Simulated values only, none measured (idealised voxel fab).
This section sets out a process module, namely voxel lift off.
Each square cell in cross-section cut measures 5 nm, and the section as a whole is 285 nm wide.
Cross-section, as written here: a square-cell grid given band by band from the top down, where a band holds one or more rows of cells. Top height, bottom height, nm. Materials left to right, width each, nm. Single material + "throughout" = fills band edge to edge. "empty" = empty. Below 0: as-received wafer, all one material; heights counted from there. Lowest band: no bottom, goes on down, written "0 down". Width "30 to 40": first value at the band's top row of cells, second value at its bottom row, equal change from row to row. "everything unchanged" after a step means that no cell of the cross-section changed. Entry "Voids lacking openings". Content: empty spaces with no open connection to the top, size 8 cells or greater. Each: width x height at distance. Distance: from left edge. Unit: nm. Past the settings on a step's line: simulator remark, on that step. "overlay nm" on a masked step: distance the mask lay right of its planned place, negative for left.
**Intended process steps**
1 RECEIVE,material Si
2 CONFORMAL_DEP,material Al2O3,thk nm 15
3 PATTERN,tone open,mask id LINES,material resist,width nm 25,pitch nm 40,thk nm 20,overlay nm 0
4 DIRECTIONAL_DEP,material Ru,thk nm 5
5 STRIP,etch materials resist
6 CONFORMAL_DEP,material SiO2,thk nm 10
**First wafer, two in total, run as planned**
**Cross-section: wafer on arrival = after step 1**
> 0 down = Si throughout
> Voids lacking openings: none
**Sectional view: wafer, after step 2**
> 15 to 0 = Al2O3 throughout
> Rest of section, below 0: as before.
**Sectional view: wafer, after step 3**
> 35 to 15 = resist 110 nm / empty 25 nm / resist 15 nm / empty 25 nm / resist 110 nm
> Rest of section, below 15: as before.
**Sectional view: wafer, after step 4**
> 40 to 35 = Ru 110 nm / empty 25 nm / Ru 15 nm / empty 25 nm / Ru 110 nm
> 35 to 20 = resist 110 nm / empty 25 nm / resist 15 nm / empty 25 nm / resist 110 nm
> 20 to 15 = resist 110 nm / Ru 25 nm / resist 15 nm / Ru 25 nm / resist 110 nm
> Rest of section, below 15: as before.
**Sectional view: wafer, after step 5**
> 20 to 15 = empty 110 nm / Ru 25 nm / empty 15 nm / Ru 25 nm / empty 110 nm
> Rest of section, below 15: as before.
**Sectional view: wafer, after step 6**
> 30 to 25 = empty 100 nm / SiO2 85 nm / empty 100 nm
> 25 to 20 = SiO2 throughout
> 20 to 15 = SiO2 110 nm / Ru 25 nm / SiO2 15 nm / Ru 25 nm / SiO2 110 nm
> Rest of section, below 15: as before.
**Second wafer, same starting state and plan as the first, one mistake in the run, identical through step 2**
**Second wafer cross-section, taken as of the time the plan sets for step 3 to be done**
> 35 to 15 = empty 110 nm / resist 25 nm / empty 15 nm / resist 25 nm / empty 110 nm
> Rest of section, below 15: as before.
**Second wafer cross-section, taken as of the time the plan sets for step 4 to be done**
> 40 to 35 = empty 110 nm / Ru 25 nm / empty 15 nm / Ru 25 nm / empty 110 nm
> 35 to 20 = empty 110 nm / resist 25 nm / empty 15 nm / resist 25 nm / empty 110 nm
> 20 to 15 = Ru 110 nm / resist 25 nm / Ru 15 nm / resist 25 nm / Ru 110 nm
> Rest of section, below 15: as before.
**Second wafer cross-section, taken as of the time the plan sets for step 5 to be done**
> 20 to 15 = Ru 110 nm / empty 25 nm / Ru 15 nm / empty 25 nm / Ru 110 nm
> Rest of section, below 15: as before.
**Second wafer cross-section, taken as of the time the plan sets for step 6 to be done**
> 30 to 25 = SiO2 120 nm / empty 5 nm / SiO2 35 nm / empty 5 nm / SiO2 120 nm
> 25 to 20 = SiO2 throughout
> 20 to 15 = Ru 110 nm / SiO2 25 nm / Ru 15 nm / SiO2 25 nm / Ru 110 nm
> Rest of section, below 15: as before.
It is concluded that the wafer was processed incorrectly with respect to the plan, in that planned and actual differ for step 3; actual: PATTERN,tone cover,mask id LINES,material resist,width nm 25,pitch nm 40,thk nm 20,overlay nm 0
Wrapping up, a cell-based count of both wafers puts the second over or under the first for these materials: Ru +37 | SiO2 +1
